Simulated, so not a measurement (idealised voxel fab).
Process module heading - voxel wiring stack
Pictured: cross-section cut, 210 nm wide, on a grid of 5 nm square cells.
Each cross-section below is a grid of square cells, stated as bands in top-down order, with one or more rows of cells making up each band.
Each band's line starts with the height of the band's top and of its bottom, in nm. Then come its materials from left to right, each with its width in nm. One material with "edge to edge" fills the band from edge to edge. "blank" is empty space.
Height datum 0, below which the as-received substrate wafer is one material. Lowest band open at the bottom, running downward: "0 nm and below".
Quick explanation for "30 to 40": the width changes in equal steps down the rows of cells, from the first number in the band's top row to the second number in its bottom row.
The cross-section has no changed cell in any step marked "stayed the same".
Basically, "Sealed void listing" tells you about the enclosed voids: empty spaces with no open way to the top, 8 cells or bigger, each written width x height at distance, where distance is from the left edge, all in nm.
Where a step's line continues beyond its settings, the continuation is a remark by the simulator itself on that step.
For masked steps, "overlay nm" on the step line gives how far right of plan the mask actually lay; a minus sign means it lay to the left.
[The planned process steps are enumerated hereunder]
1. RECEIVE, material Si
2. CONFORMAL_DEP, material SiO2, thk nm 10
3. DIRECTIONAL_DEP, material TiN, thk nm 5
4. DIRECTIONAL_DEP, material W, thk nm 25
5. DIRECTIONAL_DEP, material aC, thk nm 15
6. PATTERN, tone cover, mask id METAL_1, material resist, width nm 20, pitch nm 45, thk nm 35, overlay nm 0
7. DIRECTIONAL_ETCH, etch materials aC, depth nm 15
8. STRIP, etch materials resist
9. DIRECTIONAL_ETCH, etch materials W, depth nm 25
10. DIRECTIONAL_ETCH, etch materials TiN, depth nm 5
11. STRIP, etch materials aC
12. CONFORMAL_DEP, material SiN, thk nm 5
13. FILL_DEP, material lowk, thk nm 5
14. CMP, height nm 40
15. CONFORMAL_DEP, material SiCN, thk nm 5
16. DIRECTIONAL_DEP, material lowk, thk nm 15
17. MASKED_ETCH, tone open, mask id PLUG_1, width nm 15, pitch nm 45, etch materials lowk, depth nm 15, overlay nm 0
18. MASKED_ETCH, tone open, mask id PLUG_1, width nm 15, pitch nm 45, etch materials SiCN, depth nm 5, overlay nm 0
19. CONFORMAL_DEP, material TiN, thk nm 5
20. FILL_DEP, material Ru, thk nm 5
21. CMP, height nm 60
22. DIRECTIONAL_DEP, material TiN, thk nm 5
23. DIRECTIONAL_DEP, material W, thk nm 20
24. PATTERN, tone cover, mask id METAL_2, material resist, width nm 20, pitch nm 45, thk nm 15, overlay nm 0
25. DIRECTIONAL_ETCH, etch materials W, depth nm 20
26. DIRECTIONAL_ETCH, etch materials TiN, depth nm 5
27. STRIP, etch materials resist
28. CONFORMAL_DEP, material SiN, thk nm 5
29. FILL_DEP, material SiO2, thk nm 5
30. CMP, height nm 85
31. CONFORMAL_DEP, material SiN, thk nm 5
[First out of two wafers; run went to plan]
[Cross-section: wafer on arrival = after step 1]
  0 nm and below | Si edge to edge
  Sealed void listing: none
[Wafer section view after processing step 2]
  10 nm to 0 nm | SiO2 edge to edge
  Note: structure below 0 unchanged.
[Wafer section view after processing step 3]
  15 nm to 10 nm | TiN edge to edge
  Note: structure below 10 unchanged.
[Wafer section view after processing step 4]
  40 nm to 15 nm | W edge to edge
  Note: structure below 15 unchanged.
[Wafer section view after processing step 5]
  55 nm to 40 nm | aC edge to edge
  Note: structure below 40 unchanged.
[Wafer section view after processing step 6]
  90 nm to 55 nm | blank (25), then resist (20), then blank (25), then resist (20), then blank (25), then resist (20), then blank (25), then resist (20), then blank (30)
  Note: structure below 55 unchanged.
[Wafer section view after processing step 7]
  75 nm to 55 nm | blank (25), then resist (20), then blank (25), then resist (20), then blank (25), then resist (20), then blank (25), then resist (20), then blank (30)
  55 nm to 40 nm | blank (25), then aC (20), then blank (25), then aC (20), then blank (25), then aC (20), then blank (25), then aC (20), then blank (30)
  Note: structure below 40 unchanged.
[Wafer section view after processing step 8]
  55 nm to 40 nm | blank (25), then aC (20), then blank (25), then aC (20), then blank (25), then aC (20), then blank (25), then aC (20), then blank (30)
  Note: structure below 40 unchanged.
[Wafer section view after processing step 9]
  55 nm to 40 nm | blank (25), then aC (20), then blank (25), then aC (20), then blank (25), then aC (20), then blank (25), then aC (20), then blank (30)
  40 nm to 15 nm | blank (25), then W (20), then blank (25), then W (20), then blank (25), then W (20), then blank (25), then W (20), then blank (30)
  Note: structure below 15 unchanged.
[Wafer section view after processing step 10]
  55 nm to 40 nm | blank (25), then aC (20), then blank (25), then aC (20), then blank (25), then aC (20), then blank (25), then aC (20), then blank (30)
  40 nm to 15 nm | blank (25), then W (20), then blank (25), then W (20), then blank (25), then W (20), then blank (25), then W (20), then blank (30)
  15 nm to 10 nm | blank (25), then TiN (20), then blank (25), then TiN (20), then blank (25), then TiN (20), then blank (25), then TiN (20), then blank (30)
  Note: structure below 10 unchanged.
[Wafer section view after processing step 11]
  40 nm to 15 nm | blank (25), then W (20), then blank (25), then W (20), then blank (25), then W (20), then blank (25), then W (20), then blank (30)
  Note: structure below 15 unchanged.
[Wafer section view after processing step 12]
  45 nm to 40 nm | blank (20), then SiN (30), then blank (15), then SiN (30), then blank (15), then SiN (30), then blank (15), then SiN (30), then blank (25)
  40 nm to 15 nm | blank (20), then SiN (5), then W (20), then SiN (5), then blank (15), then SiN (5), then W (20), then SiN (5), then blank (15), then SiN (5), then W (20), then SiN (5), then blank (15), then SiN (5), then W (20), then SiN (5), then blank (25)
  15 nm to 10 nm | SiN (25), then TiN (20), then SiN (25), then TiN (20), then SiN (25), then TiN (20), then SiN (25), then TiN (20), then SiN (30)
  Note: structure below 10 unchanged.
[Wafer section view after processing step 13]
  50 nm to 45 nm | lowk edge to edge
  45 nm to 40 nm | lowk (20), then SiN (30), then lowk (15), then SiN (30), then lowk (15), then SiN (30), then lowk (15), then SiN (30), then lowk (25)
  40 nm to 15 nm | lowk (20), then SiN (5), then W (20), then SiN (5), then lowk (15), then SiN (5), then W (20), then SiN (5), then lowk (15), then SiN (5), then W (20), then SiN (5), then lowk (15), then SiN (5), then W (20), then SiN (5), then lowk (25)
  Note: structure below 15 unchanged.
[Wafer section view after processing step 14]
  40 nm to 15 nm | lowk (20), then SiN (5), then W (20), then SiN (5), then lowk (15), then SiN (5), then W (20), then SiN (5), then lowk (15), then SiN (5), then W (20), then SiN (5), then lowk (15), then SiN (5), then W (20), then SiN (5), then lowk (25)
  Note: structure below 15 unchanged.
[Wafer section view after processing step 15]
  45 nm to 40 nm | SiCN edge to edge
  Note: structure below 40 unchanged.
[Wafer section view after processing step 16]
  60 nm to 45 nm | lowk edge to edge
  Note: structure below 45 unchanged.
[Wafer section view after processing step 17]
  60 nm to 45 nm | lowk (25), then blank (15), then lowk (30), then blank (15), then lowk (30), then blank (15), then lowk (30), then blank (15), then lowk (35)
  Note: structure below 45 unchanged.
[Wafer section view after processing step 18]
  60 nm to 45 nm | lowk (25), then blank (15), then lowk (30), then blank (15), then lowk (30), then blank (15), then lowk (30), then blank (15), then lowk (35)
  45 nm to 40 nm | SiCN (25), then blank (15), then SiCN (30), then blank (15), then SiCN (30), then blank (15), then SiCN (30), then blank (15), then SiCN (35)
  Note: structure below 40 unchanged.
[Wafer section view after processing step 19]
  65 nm to 60 nm | TiN (30), then blank (5), then TiN (40), then blank (5), then TiN (40), then blank (5), then TiN (40), then blank (5), then TiN (40)
  60 nm to 45 nm | lowk (25), then TiN (5), then blank (5), then TiN (5), then lowk (30), then TiN (5), then blank (5), then TiN (5), then lowk (30), then TiN (5), then blank (5), then TiN (5), then lowk (30), then TiN (5), then blank (5), then TiN (5), then lowk (35)
  45 nm to 40 nm | SiCN (25), then TiN (15), then SiCN (30), then TiN (15), then SiCN (30), then TiN (15), then SiCN (30), then TiN (15), then SiCN (35)
  Note: structure below 40 unchanged.
[Wafer section view after processing step 20]
  70 nm to 65 nm | Ru edge to edge
  65 nm to 60 nm | TiN (30), then Ru (5), then TiN (40), then Ru (5), then TiN (40), then Ru (5), then TiN (40), then Ru (5), then TiN (40)
  60 nm to 45 nm | lowk (25), then TiN (5), then Ru (5), then TiN (5), then lowk (30), then TiN (5), then Ru (5), then TiN (5), then lowk (30), then TiN (5), then Ru (5), then TiN (5), then lowk (30), then TiN (5), then Ru (5), then TiN (5), then lowk (35)
  Note: structure below 45 unchanged.
[Wafer section view after processing step 21]
  60 nm to 45 nm | lowk (25), then TiN (5), then Ru (5), then TiN (5), then lowk (30), then TiN (5), then Ru (5), then TiN (5), then lowk (30), then TiN (5), then Ru (5), then TiN (5), then lowk (30), then TiN (5), then Ru (5), then TiN (5), then lowk (35)
  Note: structure below 45 unchanged.
[Wafer section view after processing step 22]
  65 nm to 60 nm | TiN edge to edge
  Note: structure below 60 unchanged.
[Wafer section view after processing step 23]
  85 nm to 65 nm | W edge to edge
  Note: structure below 65 unchanged.
[Wafer section view after processing step 24]
  100 nm to 85 nm | blank (25), then resist (20), then blank (25), then resist (20), then blank (25), then resist (20), then blank (25), then resist (20), then blank (30)
  Note: structure below 85 unchanged.
[Wafer section view after processing step 25]
  100 nm to 85 nm | blank (25), then resist (20), then blank (25), then resist (20), then blank (25), then resist (20), then blank (25), then resist (20), then blank (30)
  85 nm to 65 nm | blank (25), then W (20), then blank (25), then W (20), then blank (25), then W (20), then blank (25), then W (20), then blank (30)
  Note: structure below 65 unchanged.
[Wafer section view after processing step 26]
  100 nm to 85 nm | blank (25), then resist (20), then blank (25), then resist (20), then blank (25), then resist (20), then blank (25), then resist (20), then blank (30)
  85 nm to 65 nm | blank (25), then W (20), then blank (25), then W (20), then blank (25), then W (20), then blank (25), then W (20), then blank (30)
  65 nm to 60 nm | blank (25), then TiN (20), then blank (25), then TiN (20), then blank (25), then TiN (20), then blank (25), then TiN (20), then blank (30)
  Note: structure below 60 unchanged.
[Wafer section view after processing step 27]
  85 nm to 65 nm | blank (25), then W (20), then blank (25), then W (20), then blank (25), then W (20), then blank (25), then W (20), then blank (30)
  Note: structure below 65 unchanged.
[Wafer section view after processing step 28]
  90 nm to 85 nm | blank (20), then SiN (30), then blank (15), then SiN (30), then blank (15), then SiN (30), then blank (15), then SiN (30), then blank (25)
  85 nm to 65 nm | blank (20), then SiN (5), then W (20), then SiN (5), then blank (15), then SiN (5), then W (20), then SiN (5), then blank (15), then SiN (5), then W (20), then SiN (5), then blank (15), then SiN (5), then W (20), then SiN (5), then blank (25)
  65 nm to 60 nm | SiN (25), then TiN (20), then SiN (25), then TiN (20), then SiN (25), then TiN (20), then SiN (25), then TiN (20), then SiN (30)
  Note: structure below 60 unchanged.
[Wafer section view after processing step 29]
  95 nm to 90 nm | SiO2 edge to edge
  90 nm to 85 nm | SiO2 (20), then SiN (30), then SiO2 (15), then SiN (30), then SiO2 (15), then SiN (30), then SiO2 (15), then SiN (30), then SiO2 (25)
  85 nm to 65 nm | SiO2 (20), then SiN (5), then W (20), then SiN (5), then SiO2 (15), then SiN (5), then W (20), then SiN (5), then SiO2 (15), then SiN (5), then W (20), then SiN (5), then SiO2 (15), then SiN (5), then W (20), then SiN (5), then SiO2 (25)
  Note: structure below 65 unchanged.
[Wafer section view after processing step 30]
  85 nm to 65 nm | SiO2 (20), then SiN (5), then W (20), then SiN (5), then SiO2 (15), then SiN (5), then W (20), then SiN (5), then SiO2 (15), then SiN (5), then W (20), then SiN (5), then SiO2 (15), then SiN (5), then W (20), then SiN (5), then SiO2 (25)
  Note: structure below 65 unchanged.
[Wafer section view after processing step 31]
  90 nm to 85 nm | SiN edge to edge
  Note: structure below 85 unchanged.
[Here the second wafer is described. Its start and its plan were those of the first wafer. Its run contained one mistake. Up to and including step 2, it did exactly what the first wafer did]
[Look at the second wafer in cross-section at the time step 3 ought to have finished]
  35 nm to 10 nm | W edge to edge
  Note: structure below 10 unchanged.
[Look at the second wafer in cross-section at the time step 4 ought to have finished]
  40 nm to 35 nm | TiN edge to edge
  Note: structure below 35 unchanged.
[Look at the second wafer in cross-section at the time step 5 ought to have finished]
  55 nm to 40 nm | aC edge to edge
  Note: structure below 40 unchanged.
[Look at the second wafer in cross-section at the time step 6 ought to have finished]
  90 nm to 55 nm | blank (25), then resist (20), then blank (25), then resist (20), then blank (25), then resist (20), then blank (25), then resist (20), then blank (30)
  Note: structure below 55 unchanged.
[Look at the second wafer in cross-section at the time step 7 ought to have finished]
  75 nm to 55 nm | blank (25), then resist (20), then blank (25), then resist (20), then blank (25), then resist (20), then blank (25), then resist (20), then blank (30)
  55 nm to 40 nm | blank (25), then aC (20), then blank (25), then aC (20), then blank (25), then aC (20), then blank (25), then aC (20), then blank (30)
  Note: structure below 40 unchanged.
[Look at the second wafer in cross-section at the time step 8 ought to have finished]
  55 nm to 40 nm | blank (25), then aC (20), then blank (25), then aC (20), then blank (25), then aC (20), then blank (25), then aC (20), then blank (30)
  Note: structure below 40 unchanged.
Look at the second wafer in cross-section at the time step 9 ought to have finished: stayed the same
[Look at the second wafer in cross-section at the time step 10 ought to have finished]
  55 nm to 40 nm | blank (25), then aC (20), then blank (25), then aC (20), then blank (25), then aC (20), then blank (25), then aC (20), then blank (30)
  40 nm to 35 nm | blank (25), then TiN (20), then blank (25), then TiN (20), then blank (25), then TiN (20), then blank (25), then TiN (20), then blank (30)
  Note: structure below 35 unchanged.
[Look at the second wafer in cross-section at the time step 11 ought to have finished]
  40 nm to 35 nm | blank (25), then TiN (20), then blank (25), then TiN (20), then blank (25), then TiN (20), then blank (25), then TiN (20), then blank (30)
  Note: structure below 35 unchanged.
[Look at the second wafer in cross-section at the time step 12 ought to have finished]
  45 nm to 40 nm | blank (20), then SiN (30), then blank (15), then SiN (30), then blank (15), then SiN (30), then blank (15), then SiN (30), then blank (25)
  40 nm to 35 nm | SiN (25), then TiN (20), then SiN (25), then TiN (20), then SiN (25), then TiN (20), then SiN (25), then TiN (20), then SiN (30)
  Note: structure below 35 unchanged.
[Look at the second wafer in cross-section at the time step 13 ought to have finished]
  50 nm to 45 nm | lowk edge to edge
  45 nm to 40 nm | lowk (20), then SiN (30), then lowk (15), then SiN (30), then lowk (15), then SiN (30), then lowk (15), then SiN (30), then lowk (25)
  Note: structure below 40 unchanged.
[Look at the second wafer in cross-section at the time step 14 ought to have finished]
  40 nm to 35 nm | SiN (25), then TiN (20), then SiN (25), then TiN (20), then SiN (25), then TiN (20), then SiN (25), then TiN (20), then SiN (30)
  Note: structure below 35 unchanged.
[Look at the second wafer in cross-section at the time step 15 ought to have finished]
  45 nm to 40 nm | SiCN edge to edge
  Note: structure below 40 unchanged.
[Look at the second wafer in cross-section at the time step 16 ought to have finished]
  60 nm to 45 nm | lowk edge to edge
  Note: structure below 45 unchanged.
[Look at the second wafer in cross-section at the time step 17 ought to have finished]
  60 nm to 45 nm | lowk (25), then blank (15), then lowk (30), then blank (15), then lowk (30), then blank (15), then lowk (30), then blank (15), then lowk (35)
  Note: structure below 45 unchanged.
[Look at the second wafer in cross-section at the time step 18 ought to have finished]
  60 nm to 45 nm | lowk (25), then blank (15), then lowk (30), then blank (15), then lowk (30), then blank (15), then lowk (30), then blank (15), then lowk (35)
  45 nm to 40 nm | SiCN (25), then blank (15), then SiCN (30), then blank (15), then SiCN (30), then blank (15), then SiCN (30), then blank (15), then SiCN (35)
  Note: structure below 40 unchanged.
[Look at the second wafer in cross-section at the time step 19 ought to have finished]
  65 nm to 60 nm | TiN (30), then blank (5), then TiN (40), then blank (5), then TiN (40), then blank (5), then TiN (40), then blank (5), then TiN (40)
  60 nm to 45 nm | lowk (25), then TiN (5), then blank (5), then TiN (5), then lowk (30), then TiN (5), then blank (5), then TiN (5), then lowk (30), then TiN (5), then blank (5), then TiN (5), then lowk (30), then TiN (5), then blank (5), then TiN (5), then lowk (35)
  45 nm to 40 nm | SiCN (25), then TiN (15), then SiCN (30), then TiN (15), then SiCN (30), then TiN (15), then SiCN (30), then TiN (15), then SiCN (35)
  Note: structure below 40 unchanged.
[Look at the second wafer in cross-section at the time step 20 ought to have finished]
  70 nm to 65 nm | Ru edge to edge
  65 nm to 60 nm | TiN (30), then Ru (5), then TiN (40), then Ru (5), then TiN (40), then Ru (5), then TiN (40), then Ru (5), then TiN (40)
  60 nm to 45 nm | lowk (25), then TiN (5), then Ru (5), then TiN (5), then lowk (30), then TiN (5), then Ru (5), then TiN (5), then lowk (30), then TiN (5), then Ru (5), then TiN (5), then lowk (30), then TiN (5), then Ru (5), then TiN (5), then lowk (35)
  Note: structure below 45 unchanged.
[Look at the second wafer in cross-section at the time step 21 ought to have finished]
  60 nm to 45 nm | lowk (25), then TiN (5), then Ru (5), then TiN (5), then lowk (30), then TiN (5), then Ru (5), then TiN (5), then lowk (30), then TiN (5), then Ru (5), then TiN (5), then lowk (30), then TiN (5), then Ru (5), then TiN (5), then lowk (35)
  Note: structure below 45 unchanged.
[Look at the second wafer in cross-section at the time step 22 ought to have finished]
  65 nm to 60 nm | TiN edge to edge
  Note: structure below 60 unchanged.
[Look at the second wafer in cross-section at the time step 23 ought to have finished]
  85 nm to 65 nm | W edge to edge
  Note: structure below 65 unchanged.
[Look at the second wafer in cross-section at the time step 24 ought to have finished]
  100 nm to 85 nm | blank (25), then resist (20), then blank (25), then resist (20), then blank (25), then resist (20), then blank (25), then resist (20), then blank (30)
  Note: structure below 85 unchanged.
[Look at the second wafer in cross-section at the time step 25 ought to have finished]
  100 nm to 85 nm | blank (25), then resist (20), then blank (25), then resist (20), then blank (25), then resist (20), then blank (25), then resist (20), then blank (30)
  85 nm to 65 nm | blank (25), then W (20), then blank (25), then W (20), then blank (25), then W (20), then blank (25), then W (20), then blank (30)
  Note: structure below 65 unchanged.
[Look at the second wafer in cross-section at the time step 26 ought to have finished]
  100 nm to 85 nm | blank (25), then resist (20), then blank (25), then resist (20), then blank (25), then resist (20), then blank (25), then resist (20), then blank (30)
  85 nm to 65 nm | blank (25), then W (20), then blank (25), then W (20), then blank (25), then W (20), then blank (25), then W (20), then blank (30)
  65 nm to 60 nm | blank (25), then TiN (20), then blank (25), then TiN (20), then blank (25), then TiN (20), then blank (25), then TiN (20), then blank (30)
  Note: structure below 60 unchanged.
[Look at the second wafer in cross-section at the time step 27 ought to have finished]
  85 nm to 65 nm | blank (25), then W (20), then blank (25), then W (20), then blank (25), then W (20), then blank (25), then W (20), then blank (30)
  Note: structure below 65 unchanged.
[Look at the second wafer in cross-section at the time step 28 ought to have finished]
  90 nm to 85 nm | blank (20), then SiN (30), then blank (15), then SiN (30), then blank (15), then SiN (30), then blank (15), then SiN (30), then blank (25)
  85 nm to 65 nm | blank (20), then SiN (5), then W (20), then SiN (5), then blank (15), then SiN (5), then W (20), then SiN (5), then blank (15), then SiN (5), then W (20), then SiN (5), then blank (15), then SiN (5), then W (20), then SiN (5), then blank (25)
  65 nm to 60 nm | SiN (25), then TiN (20), then SiN (25), then TiN (20), then SiN (25), then TiN (20), then SiN (25), then TiN (20), then SiN (30)
  Note: structure below 60 unchanged.
[Look at the second wafer in cross-section at the time step 29 ought to have finished]
  95 nm to 90 nm | SiO2 edge to edge
  90 nm to 85 nm | SiO2 (20), then SiN (30), then SiO2 (15), then SiN (30), then SiO2 (15), then SiN (30), then SiO2 (15), then SiN (30), then SiO2 (25)
  85 nm to 65 nm | SiO2 (20), then SiN (5), then W (20), then SiN (5), then SiO2 (15), then SiN (5), then W (20), then SiN (5), then SiO2 (15), then SiN (5), then W (20), then SiN (5), then SiO2 (15), then SiN (5), then W (20), then SiN (5), then SiO2 (25)
  Note: structure below 65 unchanged.
[Look at the second wafer in cross-section at the time step 30 ought to have finished]
  85 nm to 65 nm | SiO2 (20), then SiN (5), then W (20), then SiN (5), then SiO2 (15), then SiN (5), then W (20), then SiN (5), then SiO2 (15), then SiN (5), then W (20), then SiN (5), then SiO2 (15), then SiN (5), then W (20), then SiN (5), then SiO2 (25)
  Note: structure below 65 unchanged.
[Look at the second wafer in cross-section at the time step 31 ought to have finished]
  90 nm to 85 nm | SiN edge to edge
  Note: structure below 85 unchanged.
Run error: step 3 ran in the slot meant for step 4, and vice versa
End check, counted in cells, second wafer has more or fewer of these materials than the first: SiN: 40 fewer | W: 130 more | lowk: 90 fewer
